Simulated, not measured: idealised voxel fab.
The following is a process module called voxel transistor to metal.
Shown is cross-section cut, with a width of 185 nm and square cells of size 5 nm.
A cross-section is a grid of square cells, given in bands from the top down. A band is one or more rows of cells.
The entry gives the band's vertical extent as a top height and a bottom height in nm, then its horizontal make-up as materials from left to right, each with a width in nm. "empty" stands for empty space; a single material marked "full width" fills the band edge to edge.
Height 0 is the level under which the wafer as received is all one material. The lowest band goes on downwards, as in "top 0, no bottom".
It should be noted that a width expressed as "30->40" varies in equal increments from row to row of cells within the band, taking the value of the first number at the top row and that of the second number at the bottom row.
What does "no change" mean for a step? It means no cell of the cross-section changed in that step.
"Closed void list": sealed empty spaces, 8 cells or more, no open way to top, listed width x height at distance, with distance from the left edge and width, height and distance in nm.
Formally, on a step line, whatever follows the settings is a remark that the simulator itself makes on the step.
The optional step-line setting "overlay nm" applies to steps with a mask and quantifies how far to the right of its planned location the mask lay, a negative value indicating leftward placement.
Set out below are the planned steps of the process:
1: RECEIVE (material Si)
2: CONFORMAL_DEP (material SiO2; thk nm 5)
3: CONFORMAL_DEP (material SiN; thk nm 15)
4: DIRECTIONAL_DEP (material aC; thk nm 10)
5: PATTERN (tone cover; mask id ACTIVE; material resist; width nm 105; thk nm 25; overlay nm 0)
6: DIRECTIONAL_ETCH (etch materials aC; depth nm 10)
7: STRIP (etch materials resist)
8: DIRECTIONAL_ETCH (etch materials SiN; depth nm 15)
9: DIRECTIONAL_ETCH (etch materials SiO2; depth nm 5)
10: DIRECTIONAL_ETCH (etch materials Si; depth nm 35)
11: STRIP (etch materials aC)
12: OXIDIZE (depth nm 5)
13: FILL_DEP (material SiO2; thk nm 5)
14: CMP (height nm 20)
15: SELECTIVE_ETCH (etch materials SiO2; depth nm 10)
16: STRIP (etch materials SiN)
17: SELECTIVE_ETCH (etch materials SiO2; depth nm 5)
18: OXIDIZE (depth nm 5)
19: DIRECTIONAL_DEP (material polySi; thk nm 25)
20: DIRECTIONAL_DEP (material SiCN; thk nm 10)
21: DIRECTIONAL_DEP (material aC; thk nm 15)
22: PATTERN (tone cover; mask id GATE; material resist; width nm 35; thk nm 35; overlay nm 0)
23: DIRECTIONAL_ETCH (etch materials aC; depth nm 15)
24: STRIP (etch materials resist)
25: DIRECTIONAL_ETCH (etch materials SiCN; depth nm 20)
26: DIRECTIONAL_ETCH (etch materials polySi; depth nm 35)
27: STRIP (etch materials aC)
28: CONFORMAL_DEP (material SiN; thk nm 10)
29: DIRECTIONAL_ETCH (etch materials SiN; depth nm 10)
30: DIRECTIONAL_ETCH (etch materials SiO2; depth nm 5)
31: DIRECTIONAL_ETCH (etch materials Si; depth nm 5)
32: EPI (material SiGe; thk nm 10)
33: FILL_DEP (material SiO2; thk nm 5)
34: CMP (height nm 25)
35: STRIP (etch materials polySi)
36: SELECTIVE_ETCH (etch materials SiO2; depth nm 5)
37: CONFORMAL_DEP (material HfO2; thk nm 5)
38: CONFORMAL_DEP (material TiN; thk nm 5)
39: FILL_DEP (material W; thk nm 5)
40: CMP (height nm 20)
41: DIRECTIONAL_DEP (material SiO2; thk nm 10)
42: DIRECTIONAL_DEP (material aC; thk nm 15)
43: PATTERN (tone open; mask id CONTACT; material resist; width nm 15; pitch nm 80; thk nm 30; overlay nm 0)
44: DIRECTIONAL_ETCH (etch materials aC; depth nm 15)
45: STRIP (etch materials resist)
46: DIRECTIONAL_ETCH (etch materials SiO2; depth nm 30)
47: STRIP (etch materials aC)
48: CONFORMAL_DEP (material TiN; thk nm 5)
49: FILL_DEP (material Ru; thk nm 5)
50: CMP (height nm 30)
51: DIRECTIONAL_DEP (material TiN; thk nm 5)
52: DIRECTIONAL_DEP (material W; thk nm 20)
53: PATTERN (tone cover; mask id METAL_1; material resist; width nm 15; pitch nm 80; thk nm 15; overlay nm 0)
54: DIRECTIONAL_ETCH (etch materials W; depth nm 20)
55: DIRECTIONAL_ETCH (etch materials TiN; depth nm 5)
56: STRIP (etch materials resist)
57: FILL_DEP (material SiO2; thk nm 10)
58: CMP (height nm 55)
59: CONFORMAL_DEP (material SiCN; thk nm 5)
60: DIRECTIONAL_DEP (material lowk; thk nm 30)
61: MASKED_ETCH (tone open; mask id METAL_2; width nm 15; pitch nm 80; etch materials lowk; depth nm 20; overlay nm 0)
62: MASKED_ETCH (tone open; mask id METAL_2_HOLES; width nm 15; pitch nm 80; etch materials lowk; depth nm 10; overlay nm 0)
63: MASKED_ETCH (tone open; mask id METAL_2_HOLES; width nm 15; pitch nm 80; etch materials SiCN; depth nm 5; overlay nm 0)
64: CONFORMAL_DEP (material TiN; thk nm 5)
65: FILL_DEP (material Cu; thk nm 10)
66: CMP (height nm 90)
67: CONFORMAL_DEP (material SiN; thk nm 5)
What sets these wafers apart? The width nm at step 62. They all start alike, and the plan carries the first wafer's value.
Cross-section, first of several wafers, as delivered after step 1:
- top 0, no bottom | Si full width
- Closed void list: none
The rows of the table below are wafers. Looking at the end of the module, a row counts, for every material, the cells the wafer has gained, shown as (+), or lost, shown as (-), since it was received; its closed voids come next:
width nm 15, +12 Cu, +17 HfO2, +8 Ru, -171 Si, +31 SiCN, +20 SiGe, +57 SiN, +437 SiO2, +73 TiN, +33 W, +186 lowk, Closed void list: none
width nm 20, +14 Cu, +17 HfO2, +8 Ru, -171 Si, +31 SiCN, +20 SiGe, +57 SiN, +437 SiO2, +75 TiN, +33 W, +182 lowk, Closed void list: none
width nm 25, +16 Cu, +17 HfO2, +8 Ru, -171 Si, +31 SiCN, +20 SiGe, +57 SiN, +437 SiO2, +77 TiN, +33 W, +178 lowk, Closed void list: none
width nm 30, +18 Cu, +17 HfO2, +8 Ru, -171 Si, +31 SiCN, +20 SiGe, +57 SiN, +437 SiO2, +79 TiN, +33 W, +174 lowk, Closed void list: none
